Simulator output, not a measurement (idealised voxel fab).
Module name: voxel transistor to metal (process module)
Section cut is 205 nm wide and gridded with 5 nm square cells.
Each cross-section below is a grid of square cells, stated as bands in top-down order, with one or more rows of cells making up each band. Each band's line starts with the height of the band's top and of its bottom, in nm. Then come its materials from left to right, each with its width in nm. One material with "all across" fills the band from edge to edge. "air" is empty space. Heights are reckoned from 0. Under this level, the received wafer is all of one material. The bottommost band is open-ended downward, for example "0..down". A width such as "30->40" changes by the same amount from each row of cells to the next, from the band's top row to its bottom row. A step reported as "remains unaltered" is a step in which no cell of the cross-section changed. The entry "Completely enclosed voids" lists the empty spaces that cover at least 8 cells and have no open path to the top. Each is written as width x height at distance, where the distance is measured from the left edge and all three values are in nm. Step line, after settings: the simulator's comment on this step. Among the settings permitted on a step's line is "overlay nm"; applied to a step with a mask, it specifies the extent to which the mask lay to the right of its planned position, whereas a negative figure signifies a position to the left.

Below is the list of planned process steps
1. RECEIVE [material Si]
2. CONFORMAL_DEP [material SiO2] [thk nm 5]
3. CONFORMAL_DEP [material SiN] [thk nm 15]
4. DIRECTIONAL_DEP [material aC] [thk nm 15]
5. PATTERN [tone cover] [mask id ACTIVE] [material resist] [width nm 105] [thk nm 30] [overlay nm 0]
6. DIRECTIONAL_ETCH [etch materials aC] [depth nm 15]
7. STRIP [etch materials resist]
8. DIRECTIONAL_ETCH [etch materials SiN] [depth nm 15]
9. DIRECTIONAL_ETCH [etch materials SiO2] [depth nm 5]
10. DIRECTIONAL_ETCH [etch materials Si] [depth nm 35]
11. STRIP [etch materials aC]
12. FILL_DEP [material SiO2] [thk nm 15]
13. CMP [height nm 20]
14. SELECTIVE_ETCH [etch materials SiO2] [depth nm 15]
15. STRIP [etch materials SiN]
16. SELECTIVE_ETCH [etch materials SiO2] [depth nm 5]
17. OXIDIZE [depth nm 5]
18. DIRECTIONAL_DEP [material polySi] [thk nm 20]
19. DIRECTIONAL_DEP [material SiCN] [thk nm 10]
20. MASKED_ETCH [tone cover] [mask id GATE] [width nm 25] [etch materials SiCN] [depth nm 20] [overlay nm 0]
21. MASKED_ETCH [tone cover] [mask id GATE] [width nm 25] [etch materials polySi] [depth nm 30] [overlay nm 0]
22. CONFORMAL_DEP [material SiO2] [thk nm 5]
23. DIRECTIONAL_ETCH [etch materials SiO2] [depth nm 5]
24. CONFORMAL_DEP [material SiN] [thk nm 10]
25. DIRECTIONAL_ETCH [etch materials SiN] [depth nm 10]
26. DIRECTIONAL_ETCH [etch materials SiO2] [depth nm 5]
27. DIRECTIONAL_ETCH [etch materials Si] [depth nm 15]
28. EPI [material nSi] [thk nm 15]
29. FILL_DEP [material SiO2] [thk nm 5]
30. CMP [height nm 30]
31. DIRECTIONAL_DEP [material SiO2] [thk nm 15]
32. PATTERN [tone open] [mask id CONTACT] [material resist] [width nm 25] [pitch nm 60] [thk nm 20] [overlay nm 0]
33. DIRECTIONAL_ETCH [etch materials SiO2] [depth nm 35]
34. STRIP [etch materials resist]
35. CONFORMAL_DEP [material TiN] [thk nm 5]
36. FILL_DEP [material Ru] [thk nm 5]
37. CMP [height nm 45]
38. DIRECTIONAL_DEP [material TiN] [thk nm 5]
39. DIRECTIONAL_DEP [material Ru] [thk nm 20]
40. PATTERN [tone cover] [mask id METAL_1] [material resist] [width nm 15] [pitch nm 70] [thk nm 20] [overlay nm 0]
41. DIRECTIONAL_ETCH [etch materials Ru] [depth nm 20]
42. DIRECTIONAL_ETCH [etch materials TiN] [depth nm 5]
43. STRIP [etch materials resist]
44. CONFORMAL_DEP [material SiN] [thk nm 5]
45. FILL_DEP [material SiO2] [thk nm 5]
46. CMP [height nm 70]
47. CONFORMAL_DEP [material SiN] [thk nm 5]

Cross-section, incoming material, after step 1
	0..down: Si all across
	Completely enclosed voids: none

First wafer of two, sectioned at end of module; run went per plan
	75..70: SiN all across
	70..50: 55 nm SiO2 | 5 nm SiN | 15 nm Ru | 5 nm SiN | 45 nm SiO2 | 5 nm SiN | 15 nm Ru | 5 nm SiN | 55 nm SiO2
	50..45: 60 nm SiN | 15 nm TiN | 55 nm SiN | 15 nm TiN | 60 nm SiN
	45..35: 60 nm SiO2 | 5 nm TiN | 15 nm Ru | 5 nm TiN | 35 nm SiO2 | 5 nm TiN | 15 nm Ru | 5 nm TiN | 60 nm SiO2
	35..30: 60 nm SiO2 | 5 nm TiN | 5 nm Ru | 15 nm TiN | 35 nm SiO2 | 15 nm TiN | 5 nm Ru | 5 nm TiN | 60 nm SiO2
	30..20: 60 nm SiO2 | 5 nm TiN | 5 nm Ru | 5 nm TiN | 10 nm SiN | 5 nm SiO2 | 25 nm SiCN | 5 nm SiO2 | 10 nm SiN | 5 nm TiN | 5 nm Ru | 5 nm TiN | 60 nm SiO2
	20..15: 60 nm SiO2 | 5 nm TiN | 5 nm Ru | 5 nm TiN | 10 nm SiN | 5 nm SiO2 | 25 nm polySi | 5 nm SiO2 | 10 nm SiN | 5 nm TiN | 5 nm Ru | 5 nm TiN | 60 nm SiO2
	15..10: 60 nm SiO2 | 15 nm TiN | 10 nm SiN | 5 nm SiO2 | 25 nm polySi | 5 nm SiO2 | 10 nm SiN | 15 nm TiN | 60 nm SiO2
	10..0: 60 nm SiO2 | 15 nm nSi | 10 nm SiN | 5 nm SiO2 | 25 nm polySi | 5 nm SiO2 | 10 nm SiN | 15 nm nSi | 60 nm SiO2
	0..-5: 60 nm SiO2 | 15 nm nSi | 55 nm SiO2 | 15 nm nSi | 60 nm SiO2
	-5..-20: 50 nm SiO2 | 25 nm nSi | 55 nm Si | 25 nm nSi | 50 nm SiO2
	-20..-35: 50 nm SiO2 | 105 nm Si | 50 nm SiO2
	-35..down: Si all across
	Completely enclosed voids: none

Here's the second of our two wafers sectioned at module end. Same start as the first, same plan, but one mistake got made running it
	75..70: SiN all across
	70..50: 55 nm SiO2 | 5 nm SiN | 15 nm Ru | 5 nm SiN | 45 nm SiO2 | 5 nm SiN | 15 nm Ru | 5 nm SiN | 55 nm SiO2
	50..45: 60 nm SiN | 15 nm TiN | 55 nm SiN | 15 nm TiN | 60 nm SiN
	45..35: 50 nm SiO2 | 5 nm TiN | 15 nm Ru | 5 nm TiN | 35 nm SiO2 | 5 nm TiN | 15 nm Ru | 5 nm TiN | 70 nm SiO2
	35..30: 50 nm SiO2 | 5 nm TiN | 15 nm Ru | 5 nm TiN | 35 nm SiO2 | 25 nm TiN | 70 nm SiO2
	30..20: 50 nm SiO2 | 5 nm TiN | 15 nm Ru | 5 nm TiN | 10 nm SiN | 5 nm SiO2 | 25 nm SiCN | 5 nm TiN | 10 nm SiN | 5 nm TiN | 70 nm SiO2
	20..15: 50 nm SiO2 | 5 nm TiN | 15 nm Ru | 5 nm TiN | 10 nm SiN | 5 nm SiO2 | 25 nm polySi | 5 nm TiN | 10 nm SiN | 5 nm TiN | 70 nm SiO2
	15..10: 50 nm SiO2 | 25 nm TiN | 10 nm SiN | 5 nm SiO2 | 25 nm polySi | 5 nm TiN | 10 nm SiN | 5 nm TiN | 70 nm SiO2
	10..0: 60 nm SiO2 | 15 nm nSi | 10 nm SiN | 5 nm SiO2 | 25 nm polySi | 5 nm SiO2 | 10 nm SiN | 15 nm nSi | 60 nm SiO2
	0..-5: 60 nm SiO2 | 15 nm nSi | 55 nm SiO2 | 15 nm nSi | 60 nm SiO2
	-5..-20: 50 nm SiO2 | 25 nm nSi | 55 nm Si | 25 nm nSi | 50 nm SiO2
	-20..-35: 50 nm SiO2 | 105 nm Si | 50 nm SiO2
	-35..down: Si all across
	Completely enclosed voids: none
So what did we get wrong on this run? heads up, step 32 didn't go per plan, it actually ran as PATTERN [tone open] [mask id CONTACT] [material resist] [width nm 25] [pitch nm 60] [thk nm 20] [overlay nm -10]
The closing comparison, in cells, has the second wafer with more or fewer of some materials than the first: Ru +4; SiO2 -4
